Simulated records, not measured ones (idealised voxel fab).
The process module that follows is named voxel transistor to metal.
FYI the section here is cut, 200 nm wide, cells are 5 nm squares.
The cross-sections in this document take the form of a grid made of square cells. They are written out as bands, in order from top to bottom. Each band consists of one or more rows of cells.
Heads up on the band format: heights come first, top then bottom, in nm. After that it's the materials left to right, each with its width in nm. A single material flagged "edge to edge" fills the whole band edge to edge, and "empty" means there's empty space there.
Height is counted from the level 0, under which the received wafer is composed throughout of one material. The lowest of the bands is not closed at the bottom but continues downward, in the notation "0 -> down".
You'd read "30->40" like this: the band's top row of cells is as wide as the first number, its bottom row is as wide as the second, and going down, every row changes width by the same amount as the row before did.
"everything unchanged" (step): cross-section cells unchanged, all of them.
"Enclosed internal cavities" contains a list of empty spaces, each no smaller than 8 cells and without an open way to the top, written in the form width x height at distance with the distance from the left edge and all three in nm.
Past the settings on a step's line: simulator remark, on that step.
overlay nm: on a step with a mask, how far right of its planned place the mask lay; negative means left.
-- plan
1. RECEIVE: material Si
2. CONFORMAL_DEP: material SiO2, thk nm 5
3. CONFORMAL_DEP: material SiN, thk nm 15
4. DIRECTIONAL_DEP: material aC, thk nm 10
5. PATTERN: tone cover, mask id ACTIVE, material resist, width nm 110, thk nm 30, overlay nm 0
6. DIRECTIONAL_ETCH: etch materials aC, depth nm 10
7. STRIP: etch materials resist
8. DIRECTIONAL_ETCH: etch materials SiN, depth nm 15
9. DIRECTIONAL_ETCH: etch materials SiO2, depth nm 5
10. DIRECTIONAL_ETCH: etch materials Si, depth nm 30
11. STRIP: etch materials aC
12. OXIDIZE: depth nm 5
13. FILL_DEP: material SiO2, thk nm 15
14. CMP: height nm 20
15. SELECTIVE_ETCH: etch materials SiO2, depth nm 10
16. STRIP: etch materials SiN
17. SELECTIVE_ETCH: etch materials SiO2, depth nm 5
18. OXIDIZE: depth nm 5
19. DIRECTIONAL_DEP: material polySi, thk nm 25
20. DIRECTIONAL_DEP: material SiCN, thk nm 10
21. MASKED_ETCH: tone cover, mask id GATE, width nm 20, etch materials SiCN, depth nm 20, overlay nm 0
22. MASKED_ETCH: tone cover, mask id GATE, width nm 20, etch materials polySi, depth nm 35, overlay nm 0
23. CONFORMAL_DEP: material SiO2, thk nm 5
24. DIRECTIONAL_ETCH: etch materials SiO2, depth nm 5
25. CONFORMAL_DEP: material SiN, thk nm 5
26. DIRECTIONAL_ETCH: etch materials SiN, depth nm 5
27. DIRECTIONAL_ETCH: etch materials SiO2, depth nm 5
28. DIRECTIONAL_ETCH: etch materials Si, depth nm 15
29. EPI: material nSi, thk nm 15
30. FILL_DEP: material SiO2, thk nm 10
31. CMP: height nm 25
32. DIRECTIONAL_DEP: material SiO2, thk nm 10
33. DIRECTIONAL_DEP: material aC, thk nm 15
34. PATTERN: tone open, mask id CONTACT, material resist, width nm 15, pitch nm 75, thk nm 35, overlay nm 0
35. DIRECTIONAL_ETCH: etch materials aC, depth nm 15
36. STRIP: etch materials resist
37. DIRECTIONAL_ETCH: etch materials SiO2, depth nm 50
38. STRIP: etch materials aC
39. CONFORMAL_DEP: material TiN, thk nm 5
40. FILL_DEP: material Ru, thk nm 10
41. CMP: height nm 45
42. DIRECTIONAL_DEP: material TiN, thk nm 5
43. DIRECTIONAL_DEP: material Ru, thk nm 15
44. DIRECTIONAL_DEP: material aC, thk nm 10
45. PATTERN: tone cover, mask id METAL_1, material resist, width nm 15, pitch nm 75, thk nm 30, overlay nm 0
46. DIRECTIONAL_ETCH: etch materials aC, depth nm 10
47. STRIP: etch materials resist
48. DIRECTIONAL_ETCH: etch materials Ru, depth nm 15
49. DIRECTIONAL_ETCH: etch materials TiN, depth nm 5
50. STRIP: etch materials aC
51. FILL_DEP: material SiO2, thk nm 10
52. CMP: height nm 65
53. CONFORMAL_DEP: material SiCN, thk nm 5
54. DIRECTIONAL_DEP: material SiO2, thk nm 30
55. DIRECTIONAL_DEP: material aC, thk nm 15
56. PATTERN: tone open, mask id METAL_2, material resist, width nm 15, pitch nm 75, thk nm 30, overlay nm 0
57. DIRECTIONAL_ETCH: etch materials aC, depth nm 15
58. STRIP: etch materials resist
59. DIRECTIONAL_ETCH: etch materials SiO2, depth nm 20
60. STRIP: etch materials aC
61. PATTERN: tone open, mask id METAL_2_HOLES, material resist, width nm 15, pitch nm 75, thk nm 20, overlay nm 0
62. DIRECTIONAL_ETCH: etch materials SiO2, depth nm 10
63. DIRECTIONAL_ETCH: etch materials SiCN, depth nm 5
64. STRIP: etch materials resist
65. CONFORMAL_DEP: material TiN, thk nm 5
66. FILL_DEP: material Cu, thk nm 5
67. CMP: height nm 100
68. CONFORMAL_DEP: material SiN, thk nm 5
For this document, wafers share an identical start and vary in the step 31 height nm; the plan quotes the first wafer's value.
-- After step 1, as received: first of several wafers, cross-section
    0 -> down: Si edge to edge
    Enclosed internal cavities: none
-- Module end state after final step 68: cross-section of the first of several wafers
    105 -> 100: SiN edge to edge
    100 -> 70: SiO2 (55), then TiN (5), then Cu (5), then TiN (5), then SiO2 (60), then TiN (5), then Cu (5), then TiN (5), then SiO2 (55)
    70 -> 65: SiCN (55), then TiN (15), then SiCN (60), then TiN (15), then SiCN (55)
    65 -> 50: SiO2 (55), then Ru (15), then SiO2 (60), then Ru (15), then SiO2 (55)
    50 -> 45: SiO2 (55), then TiN (15), then SiO2 (60), then TiN (15), then SiO2 (55)
    45 -> 40: Ru edge to edge
    40 -> 35: TiN (60), then Ru (5), then TiN (70), then Ru (5), then TiN (60)
    35 -> 25: SiO2 (55), then TiN (5), then Ru (5), then TiN (5), then SiO2 (60), then TiN (5), then Ru (5), then TiN (5), then SiO2 (55)
    25 -> 15: SiO2 (55), then TiN (5), then Ru (5), then TiN (5), then SiO2 (10), then SiN (5), then SiO2 (5), then polySi (20), then SiO2 (5), then SiN (5), then SiO2 (10), then TiN (5), then Ru (5), then TiN (5), then SiO2 (55)
    15 -> 10: SiO2 (55), then TiN (15), then SiO2 (10), then SiN (5), then SiO2 (5), then polySi (20), then SiO2 (5), then SiN (5), then SiO2 (10), then TiN (15), then SiO2 (55)
    10 -> 5: SiO2 (55), then TiN (10), then nSi (15), then SiN (5), then SiO2 (5), then polySi (20), then SiO2 (5), then SiN (5), then nSi (15), then TiN (10), then SiO2 (55)
    5 -> 0: SiO2 (45), then SiN (5), then SiO2 (5), then TiN (10), then nSi (15), then SiN (5), then SiO2 (5), then polySi (20), then SiO2 (5), then SiN (5), then nSi (15), then TiN (10), then SiO2 (5), then SiN (5), then SiO2 (45)
    0 -> -5: SiO2 (55), then TiN (10), then nSi (15), then SiO2 (40), then nSi (15), then TiN (10), then SiO2 (55)
    -5 -> -20: SiO2 (50), then nSi (30), then Si (40), then nSi (30), then SiO2 (50)
    -20 -> -35: SiO2 (50), then Si (100), then SiO2 (50)
    -35 -> down: Si edge to edge
    Enclosed internal cavities: none
-- Cross-section of the last wafer at end of module
    105 -> 100: SiN edge to edge
    100 -> 70: SiO2 (55), then TiN (5), then Cu (5), then TiN (5), then SiO2 (60), then TiN (5), then Cu (5), then TiN (5), then SiO2 (55)
    70 -> 65: SiCN (55), then TiN (15), then SiCN (60), then TiN (15), then SiCN (55)
    65 -> 50: SiO2 (55), then Ru (15), then SiO2 (60), then Ru (15), then SiO2 (55)
    50 -> 45: SiO2 (55), then TiN (15), then SiO2 (60), then TiN (15), then SiO2 (55)
    45 -> 35: SiO2 (55), then TiN (5), then Ru (5), then TiN (5), then SiO2 (60), then TiN (5), then Ru (5), then TiN (5), then SiO2 (55)
    35 -> 25: SiO2 (55), then TiN (5), then Ru (5), then TiN (5), then SiO2 (10), then SiN (5), then SiO2 (5), then SiCN (20), then SiO2 (5), then SiN (5), then SiO2 (10), then TiN (5), then Ru (5), then TiN (5), then SiO2 (55)
    25 -> 15: SiO2 (55), then TiN (5), then Ru (5), then TiN (5), then SiO2 (10), then SiN (5), then SiO2 (5), then polySi (20), then SiO2 (5), then SiN (5), then SiO2 (10), then TiN (5), then Ru (5), then TiN (5), then SiO2 (55)
    15 -> 10: SiO2 (55), then TiN (15), then SiO2 (10), then SiN (5), then SiO2 (5), then polySi (20), then SiO2 (5), then SiN (5), then SiO2 (10), then TiN (15), then SiO2 (55)
    10 -> 5: SiO2 (55), then TiN (10), then nSi (15), then SiN (5), then SiO2 (5), then polySi (20), then SiO2 (5), then SiN (5), then nSi (15), then TiN (10), then SiO2 (55)
    5 -> 0: SiO2 (45), then SiN (5), then SiO2 (15), then nSi (15), then SiN (5), then SiO2 (5), then polySi (20), then SiO2 (5), then SiN (5), then nSi (15), then SiO2 (15), then SiN (5), then SiO2 (45)
    0 -> -5: SiO2 (65), then nSi (15), then SiO2 (40), then nSi (15), then SiO2 (65)
    -5 -> -20: SiO2 (50), then nSi (30), then Si (40), then nSi (30), then SiO2 (50)
    -20 -> -35: SiO2 (50), then Si (100), then SiO2 (50)
    -35 -> down: Si edge to edge
    Enclosed internal cavities: none
-- End of module, by wafer: material-by-material cell gain (+) or loss (-) since receipt, then closed voids
height nm 25 | +12 Cu | +68 Ru | -196 Si | +34 SiCN | +52 SiN | +688 SiO2 | +108 TiN | +54 nSi | +20 polySi | Enclosed internal cavities: none
height nm 30 | +12 Cu | +30 Ru | -196 Si | +38 SiCN | +54 SiN | +716 SiO2 | +112 TiN | +54 nSi | +20 polySi | Enclosed internal cavities: none
height nm 35 | +12 Cu | +30 Ru | -196 Si | +42 SiCN | +56 SiN | +744 SiO2 | +78 TiN | +54 nSi | +20 polySi | Enclosed internal cavities: none
height nm 40 | +12 Cu | +30 Ru | -196 Si | +42 SiCN | +56 SiN | +748 SiO2 | +74 TiN | +54 nSi | +20 polySi | Enclosed internal cavities: none
height nm 45 | +12 Cu | +30 Ru | -196 Si | +42 SiCN | +56 SiN | +752 SiO2 | +70 TiN | +54 nSi | +20 polySi | Enclosed internal cavities: none
